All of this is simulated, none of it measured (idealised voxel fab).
process module | voxel wiring stack
cross-section cut | 215 nm wide | cells 5 nm
A cross-section is a grid of square cells, given in bands from the top down. A band is one or more rows of cells.
Each band's line starts with the height of the band's top and of its bottom, in nm. Then come its materials from left to right, each with its width in nm. One material with "throughout" fills the band from edge to edge. "air" is empty space.
Height 0 is the level under which the wafer as received is all one material. The lowest band goes on downwards, as in "0 down".
A width such as "30 to 40" changes by the same amount from each row of cells to the next, from the band's top row to its bottom row.
"no change" after a step means that no cell of the cross-section changed.
closed voids: empty space of 8 cells or more with no open way to the top, each as width x height at its distance from the left edge, in nm
after a step's settings: what the simulator itself notes on the step
overlay nm, on a step with a mask: how far to the right of its planned place the mask lay; to the left if negative
plan
1 op RECEIVE | material Si
2 op CONFORMAL_DEP | material SiO2 | thk nm 15
3 op DIRECTIONAL_DEP | material TiN | thk nm 5
4 op DIRECTIONAL_DEP | material W | thk nm 25
5 op MASKED_ETCH | tone cover | mask id METAL_1 | width nm 25 | pitch nm 50 | etch materials W | depth nm 25 | overlay nm 0
6 op MASKED_ETCH | tone cover | mask id METAL_1 | width nm 25 | pitch nm 50 | etch materials TiN | depth nm 5 | overlay nm 0
7 op CONFORMAL_DEP | material SiCN | thk nm 5
8 op FILL_DEP | material lowk | thk nm 10
9 op CMP | height nm 45
10 op CONFORMAL_DEP | material SiCN | thk nm 5
11 op DIRECTIONAL_DEP | material lowk | thk nm 10
12 op DIRECTIONAL_DEP | material aC | thk nm 15
13 op PATTERN | tone open | mask id PLUG_1 | material resist | width nm 15 | pitch nm 50 | thk nm 35 | overlay nm 0
14 op DIRECTIONAL_ETCH | etch materials aC | depth nm 15
15 op STRIP | etch materials resist
16 op DIRECTIONAL_ETCH | etch materials lowk | depth nm 10
17 op DIRECTIONAL_ETCH | etch materials SiCN | depth nm 5
18 op STRIP | etch materials aC
19 op CONFORMAL_DEP | material TiN | thk nm 5
20 op FILL_DEP | material W | thk nm 5
21 op CMP | height nm 60
22 op DIRECTIONAL_DEP | material TiN | thk nm 5
23 op DIRECTIONAL_DEP | material W | thk nm 15
24 op MASKED_ETCH | tone cover | mask id METAL_2 | width nm 25 | pitch nm 50 | etch materials W | depth nm 15 | overlay nm 0
25 op MASKED_ETCH | tone cover | mask id METAL_2 | width nm 25 | pitch nm 50 | etch materials TiN | depth nm 5 | overlay nm 0
26 op CONFORMAL_DEP | material SiN | thk nm 5
27 op FILL_DEP | material SiO2 | thk nm 5
28 op CMP | height nm 80
29 op CONFORMAL_DEP | material SiCN | thk nm 5
30 op DIRECTIONAL_DEP | material SiO2 | thk nm 25
31 op DIRECTIONAL_DEP | material aC | thk nm 15
32 op PATTERN | tone open | mask id METAL_3 | material resist | width nm 25 | pitch nm 50 | thk nm 30 | overlay nm 0
33 op DIRECTIONAL_ETCH | etch materials aC | depth nm 15
34 op STRIP | etch materials resist
35 op DIRECTIONAL_ETCH | etch materials SiO2 | depth nm 15
36 op STRIP | etch materials aC
37 op PATTERN | tone open | mask id METAL_3_HOLES | material resist | width nm 15 | thk nm 20 | overlay nm 0
38 op DIRECTIONAL_ETCH | etch materials SiO2 | depth nm 10
39 op DIRECTIONAL_ETCH | etch materials SiCN | depth nm 5
40 op STRIP | etch materials resist
41 op CONFORMAL_DEP | material TiN | thk nm 5
42 op FILL_DEP | material Ru | thk nm 10
43 op CMP | height nm 110
44 op CONFORMAL_DEP | material SiN | thk nm 5
as received, after step 1
  0 down: Si throughout
  closed voids: none
first wafer at the end, as planned
  115 to 110: SiN throughout
  110 to 100: SiO2 70 | TiN 5 | Ru 15 | TiN 5 | SiO2 25 | TiN 5 | Ru 15 | TiN 5 | SiO2 70
  100 to 95: SiO2 70 | TiN 5 | Ru 5 | TiN 15 | SiO2 25 | TiN 25 | SiO2 70
  95 to 85: SiO2 70 | TiN 5 | Ru 5 | TiN 5 | SiO2 130
  85 to 80: SiCN 70 | TiN 15 | SiCN 130
  80 to 65: SiO2 65 | SiN 5 | W 25 | SiN 5 | SiO2 15 | SiN 5 | W 25 | SiN 5 | SiO2 65
  65 to 60: SiN 70 | TiN 25 | SiN 25 | TiN 25 | SiN 70
  60 to 50: lowk 70 | TiN 5 | W 5 | TiN 5 | lowk 35 | TiN 5 | W 5 | TiN 5 | lowk 80
  50 to 45: SiCN 70 | TiN 15 | SiCN 35 | TiN 15 | SiCN 80
  45 to 20: lowk 65 | SiCN 5 | W 25 | SiCN 5 | lowk 15 | SiCN 5 | W 25 | SiCN 5 | lowk 65
  20 to 15: SiCN 70 | TiN 25 | SiCN 25 | TiN 25 | SiCN 70
  15 to 0: SiO2 throughout
  0 down: Si throughout
  closed voids: none
second wafer at the end: like start, like plan, one mistake
  115 to 110: SiN throughout
  110 to 100: SiO2 70 | TiN 5 | Ru 15 | TiN 5 | SiO2 25 | TiN 5 | Ru 15 | TiN 5 | SiO2 70
  100 to 95: SiO2 70 | TiN 5 | Ru 5 | TiN 15 | SiO2 25 | TiN 25 | SiO2 70
  95 to 85: SiO2 70 | TiN 5 | Ru 5 | TiN 5 | SiO2 130
  85 to 80: SiCN 70 | TiN 15 | SiCN 130
  80 to 65: SiO2 65 | SiN 5 | W 25 | SiN 5 | SiO2 15 | SiN 5 | W 25 | SiN 5 | SiO2 65
  65 to 60: SiN 70 | TiN 25 | SiN 25 | TiN 25 | SiN 70
  60 to 50: lowk 70 | TiN 5 | W 5 | TiN 5 | lowk 35 | TiN 5 | W 5 | TiN 5 | lowk 80
  50 to 45: SiCN 70 | TiN 15 | SiCN 35 | TiN 15 | SiCN 80
  45 to 40: lowk throughout
  40 to 35: lowk 65 | SiCN 35 | lowk 15 | SiCN 35 | lowk 65
  35 to 10: lowk 65 | SiCN 5 | W 25 | SiCN 5 | lowk 15 | SiCN 5 | W 25 | SiCN 5 | lowk 65
  10 to 5: SiCN 70 | TiN 25 | SiCN 25 | TiN 25 | SiCN 70
  5 to 0: SiO2 throughout
  0 down: Si throughout
  closed voids: none
what went wrong: step 2 ran as: op CONFORMAL_DEP | material SiO2 | thk nm 5
at the end the second wafer has, in cells: 14 more of SiCN | 86 fewer of SiO2 | 72 more of lowk
